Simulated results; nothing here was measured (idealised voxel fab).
Herein follows the process module entitled voxel released beams.
Cross-section cut: width 280 nm, square cells of 5 nm.
A cross-section is written here as square cells arranged in a grid, and it is given in bands from the top down, each band taking up one or more rows of cells. It is stipulated that each band's entry specify, in nanometres, the height of the top of the band and then that of its bottom, followed by the materials of the band in left-to-right sequence, each together with its width in nanometres. A single material marked by the word "all across" is understood to fill the band from edge to edge; the word "air" is understood to denote empty space. The reference from which all heights are counted is 0, the level beneath which the as-received wafer is entirely one material; the lowest band, having no lower bound, proceeds downward and is written after the example "top 0, no bottom". You'd read "30->40" like this: the band's top row of cells is as wide as the first number, its bottom row is as wide as the second, and going down, every row changes width by the same amount as the row before did. "remained unchanged" means the step left every cell of the cross-section as it was. Reported under the label "Sealed internal cavities" are the empty spaces having no open way to the top and comprising 8 cells or more; the notation for each is width x height at distance, in which the distance is measured from the left edge and all three values are in nm. The remark found on a step's line after its settings is issued by the simulator itself and pertains to that step. "overlay nm" denotes, for a step that has a mask, the displacement of the mask to the right of its planned place, with negative values corresponding to the left.

## Planned process steps
1,RECEIVE with material Si
2,CONFORMAL_DEP with material Al2O3, thk nm 10
3,DIRECTIONAL_DEP with material SiO2, thk nm 20
4,PATTERN with tone open, mask id ANCHOR, material resist, width nm 25, thk nm 20, overlay nm 0
5,DIRECTIONAL_ETCH with etch materials SiO2, depth nm 20
6,STRIP with etch materials resist
7,CONFORMAL_DEP with material SiN, thk nm 10
8,DIRECTIONAL_DEP with material aC, thk nm 10
9,PATTERN with tone cover, mask id BEAM, material resist, width nm 70, thk nm 30, overlay nm 0
10,DIRECTIONAL_ETCH with etch materials aC, depth nm 10
11,STRIP with etch materials resist
12,DIRECTIONAL_ETCH with etch materials SiN, depth nm 10
13,STRIP with etch materials aC
14,STRIP with etch materials SiO2

## Cross-section of the wafer at receipt, which is the condition after step 1
* top 0, no bottom  Si all across
* Sealed internal cavities: none

## Sectioned view, first of two wafers, at the close of the module, processed as intended in the plan
* top 40, bottom 30  100 of air | 15 of SiN | 5 of air | 50 of SiN | 110 of air
* top 30, bottom 20  105 of air | 10 of SiN | 5 of air | 10 of SiN | 150 of air
* top 20, bottom 10  105 of air | 25 of SiN | 150 of air
* top 10, bottom 0  Al2O3 all across
* top 0, no bottom  Si all across
* Sealed internal cavities: none

## second wafer at the end: like start, like plan, one mistake
* top 40, bottom 30  100 of air | 70 of SiN | 110 of air
* top 30, bottom 10  SiN all across
* top 10, bottom 0  Al2O3 all across
* top 0, no bottom  Si all across
* Sealed internal cavities: none
Misprocessing identified: in deviation from the planned setting, step 3 was conducted as DIRECTIONAL_DEP with material SiN, thk nm 20
at the end the second wafer has, in cells: 208 more of SiN
